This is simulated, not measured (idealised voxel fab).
Process module in this document: voxel ribs on slabs
Cross-sectional view cut (width: 175 nm; square cell size: 5 nm).
When this document writes out a cross-section, it uses a grid of square cells and lists it as bands, beginning at the top and moving down, with a band standing for one or more rows of cells.
The entry gives the band's vertical extent as a top height and a bottom height in nm, then its horizontal make-up as materials from left to right, each with a width in nm. "blank" stands for empty space; a single material marked "all across" fills the band edge to edge.
Heights from 0 (as-received wafer is one material below). Bottom band endless downward, as "from 0 down".
You'd read "30->40" like this: the band's top row of cells is as wide as the first number, its bottom row is as wide as the second, and going down, every row changes width by the same amount as the row before did.
It should be understood that the words "nothing changed", when stated for a given step, signify that the cross-section underwent no change in any of its cells during that step.
In the "Fully sealed cavities" entry, you get each enclosed empty space of 8 cells or more, one with no open way to the top, written width x height at distance, distance from the left edge, in nm.
Formally, on a step line, whatever follows the settings is a remark that the simulator itself makes on the step.
A step line may carry the setting "overlay nm", which, for steps involving a mask, states the distance by which the mask lay to the right of its intended position; negative values denote displacement to the left.
The planned process steps are enumerated hereunder
1,RECEIVE | material Si
2,DIRECTIONAL_DEP | material SiO2 | thk nm 20
3,DIRECTIONAL_DEP | material SiN | thk nm 15
4,MASKED_ETCH | tone cover | mask id RIB | width nm 25 | etch materials SiN | depth nm 5 | overlay nm -15
5,MASKED_ETCH | tone cover | mask id SLAB | width nm 55 | etch materials SiN | depth nm 10 | overlay nm 0
6,FILL_DEP | material SiO2 | thk nm 15
7,CMP | height nm 45
8,DIRECTIONAL_DEP | material W | thk nm 10
9,PATTERN | tone cover | mask id HEATER | material resist | width nm 35 | thk nm 15 | overlay nm 0
10,DIRECTIONAL_ETCH | etch materials W | depth nm 10
11,STRIP | etch materials resist
12,CONFORMAL_DEP | material SiN | thk nm 10
Don't read the plan's overlay nm for step 4 as applying to every wafer: that's the first wafer's value, and the wafers differ in it, though they all start identical.
First of several wafers (as received, post step 1), cross-sectional view
from 0 down | Si all across
Fully sealed cavities: none
Wafer cross-section (first of several) - module end, post step 12 (last step)
from 65 to 55 | 60 of blank | 55 of SiN | 60 of blank
from 55 to 45 | 70 of SiN | 35 of W | 70 of SiN
from 45 to 35 | SiO2 all across
from 35 to 30 | 60 of SiO2 | 25 of SiN | 90 of SiO2
from 30 to 20 | 60 of SiO2 | 55 of SiN | 60 of SiO2
from 20 to 0 | SiO2 all across
from 0 down | Si all across
Fully sealed cavities: none
A cross-section through the last wafer at the close of the module
from 65 to 55 | 60 of blank | 55 of SiN | 60 of blank
from 55 to 45 | 70 of SiN | 35 of W | 70 of SiN
from 45 to 35 | SiO2 all across
from 35 to 30 | 90 of SiO2 | 25 of SiN | 60 of SiO2
from 30 to 20 | 60 of SiO2 | 55 of SiN | 60 of SiO2
from 20 to 0 | SiO2 all across
from 0 down | Si all across
Fully sealed cavities: none
each wafer at the end: cells of each material gained (+) or lost (-) since it was received, then its closed voids
overlay nm -15, +105 SiN, +288 SiO2, +14 W, Fully sealed cavities: none
overlay nm -10, +105 SiN, +288 SiO2, +14 W, Fully sealed cavities: none
overlay nm -5, +105 SiN, +288 SiO2, +14 W, Fully sealed cavities: none
overlay nm 0, +105 SiN, +288 SiO2, +14 W, Fully sealed cavities: none
overlay nm 5, +105 SiN, +288 SiO2, +14 W, Fully sealed cavities: none
overlay nm 10, +105 SiN, +288 SiO2, +14 W, Fully sealed cavities: none
overlay nm 15, +105 SiN, +288 SiO2, +14 W, Fully sealed cavities: none
